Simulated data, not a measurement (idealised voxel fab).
Name of the process module below: voxel trench capacitor
FYI the section here is cut, 205 nm wide, cells are 5 nm squares.
Cross-section spec: square-cell grid; bands listed top down; each band is one or more rows.
A band entry consists of two parts. The first gives the height of the band's top and the height of its bottom, in nm. The rest lists the band's materials from left to right, each with its width in nm. A single material labelled with the word "everywhere" fills the band from edge to edge, and the word "empty" marks empty space.
The reference from which all heights are counted is 0, the level beneath which the as-received wafer is entirely one material; the lowest band, having no lower bound, proceeds downward and is written after the example "0 nm and below".
Width spec "30 to 40" -> top row of cells at first value, bottom row at second value, equal per-row change in between.
Where a step carries "identical to before", the cross-section came out of it unchanged, cell for cell.
Entry "Trapped cavities". Content: empty spaces with no open connection to the top, size 8 cells or greater. Each: width x height at distance. Distance: from left edge. Unit: nm.
Where a step's line continues beyond its settings, the continuation is a remark by the simulator itself on that step.
"overlay nm" answers the question of how far to the right of plan the mask lay on a step that has a mask, and when it is negative the answer is to the left.

Steps in the process plan:
step 1: RECEIVE [material Si]
step 2: CONFORMAL_DEP [material SiN] [thk nm 10]
step 3: MASKED_ETCH [tone open] [mask id TRENCH] [width nm 25] [pitch nm 45] [etch materials SiN] [depth nm 10] [overlay nm 0]
step 4: MASKED_ETCH [tone open] [mask id TRENCH] [width nm 25] [pitch nm 45] [etch materials Si] [depth nm 25] [overlay nm 0]
step 5: CONFORMAL_DEP [material Al2O3] [thk nm 5]
step 6: FILL_DEP [material polySi] [thk nm 5]
step 7: CMP [height nm 10]

First wafer, as planned:

Wafer cross-section on receipt, i.e. after step 1:
	0 nm and below  Si everywhere
	Trapped cavities: none

Wafer xsec, post step 2:
	10 nm to 0 nm  SiN everywhere
	Nothing below the height 0 has changed.

Wafer xsec, post step 3:
	10 nm to 0 nm  65 SiN, then 25 empty, then 20 SiN, then 25 empty, then 70 SiN
	Nothing below the height 0 has changed.

Wafer xsec, post step 4:
	10 nm to 0 nm  65 SiN, then 25 empty, then 20 SiN, then 25 empty, then 70 SiN
	0 nm to -25 nm  65 Si, then 25 empty, then 20 Si, then 25 empty, then 70 Si
	Nothing below the height -25 has changed.

Wafer xsec, post step 5:
	15 nm to 10 nm  70 Al2O3, then 15 empty, then 30 Al2O3, then 15 empty, then 75 Al2O3
	10 nm to 0 nm  65 SiN, then 5 Al2O3, then 15 empty, then 5 Al2O3, then 20 SiN, then 5 Al2O3, then 15 empty, then 5 Al2O3, then 70 SiN
	0 nm to -20 nm  65 Si, then 5 Al2O3, then 15 empty, then 5 Al2O3, then 20 Si, then 5 Al2O3, then 15 empty, then 5 Al2O3, then 70 Si
	-20 nm to -25 nm  65 Si, then 25 Al2O3, then 20 Si, then 25 Al2O3, then 70 Si
	Nothing below the height -25 has changed.

Wafer xsec, post step 6:
	20 nm to 15 nm  polySi everywhere
	15 nm to 10 nm  70 Al2O3, then 15 polySi, then 30 Al2O3, then 15 polySi, then 75 Al2O3
	10 nm to 0 nm  65 SiN, then 5 Al2O3, then 15 polySi, then 5 Al2O3, then 20 SiN, then 5 Al2O3, then 15 polySi, then 5 Al2O3, then 70 SiN
	0 nm to -20 nm  65 Si, then 5 Al2O3, then 15 polySi, then 5 Al2O3, then 20 Si, then 5 Al2O3, then 15 polySi, then 5 Al2O3, then 70 Si
	Nothing below the height -20 has changed.

Wafer xsec, post step 7:
	10 nm to 0 nm  65 SiN, then 5 Al2O3, then 15 polySi, then 5 Al2O3, then 20 SiN, then 5 Al2O3, then 15 polySi, then 5 Al2O3, then 70 SiN
	Nothing below the height 0 has changed.

Second wafer: same start and same plan as the first, one execution error; identical to the first through step 2:

Cross-section of the second wafer corresponding to the planned conclusion of step 3:
	10 nm to 0 nm  65 SiN, then 30 empty, then 15 SiN, then 30 empty, then 65 SiN
	Nothing below the height 0 has changed.

Cross-section of the second wafer corresponding to the planned conclusion of step 4:
	10 nm to 0 nm  65 SiN, then 30 empty, then 15 SiN, then 30 empty, then 65 SiN
	0 nm to -25 nm  65 Si, then 25 empty, then 20 Si, then 25 empty, then 70 Si
	Nothing below the height -25 has changed.

Cross-section of the second wafer corresponding to the planned conclusion of step 5:
	15 nm to 10 nm  70 Al2O3, then 20 empty, then 25 Al2O3, then 20 empty, then 70 Al2O3
	10 nm to 0 nm  65 SiN, then 5 Al2O3, then 20 to 15 empty, then 5 to 10 Al2O3, then 15 SiN, then 5 Al2O3, then 20 to 15 empty, then 5 to 10 Al2O3, then 65 SiN
	0 nm to -20 nm  65 Si, then 5 Al2O3, then 15 empty, then 5 Al2O3, then 20 Si, then 5 Al2O3, then 15 empty, then 5 Al2O3, then 70 Si
	-20 nm to -25 nm  65 Si, then 25 Al2O3, then 20 Si, then 25 Al2O3, then 70 Si
	Nothing below the height -25 has changed.

Cross-section of the second wafer corresponding to the planned conclusion of step 6:
	20 nm to 15 nm  polySi everywhere
	15 nm to 10 nm  70 Al2O3, then 20 polySi, then 25 Al2O3, then 20 polySi, then 70 Al2O3
	10 nm to 0 nm  65 SiN, then 5 Al2O3, then 20 to 15 polySi, then 5 to 10 Al2O3, then 15 SiN, then 5 Al2O3, then 20 to 15 polySi, then 5 to 10 Al2O3, then 65 SiN
	0 nm to -20 nm  65 Si, then 5 Al2O3, then 15 polySi, then 5 Al2O3, then 20 Si, then 5 Al2O3, then 15 polySi, then 5 Al2O3, then 70 Si
	Nothing below the height -20 has changed.

Cross-section of the second wafer corresponding to the planned conclusion of step 7:
	10 nm to 0 nm  65 SiN, then 5 Al2O3, then 20 to 15 polySi, then 5 to 10 Al2O3, then 15 SiN, then 5 Al2O3, then 20 to 15 polySi, then 5 to 10 Al2O3, then 65 SiN
	Nothing below the height 0 has changed.
Here's what went sideways: step 3 was not run as planned; what actually ran was MASKED_ETCH [tone open] [mask id TRENCH] [width nm 30] [pitch nm 45] [etch materials SiN] [depth nm 10] [overlay nm 0]
Bottom line after processing is that, in cells, the second wafer is up or down on some materials versus the first: Al2O3 +2 | SiN -4 | polySi +2
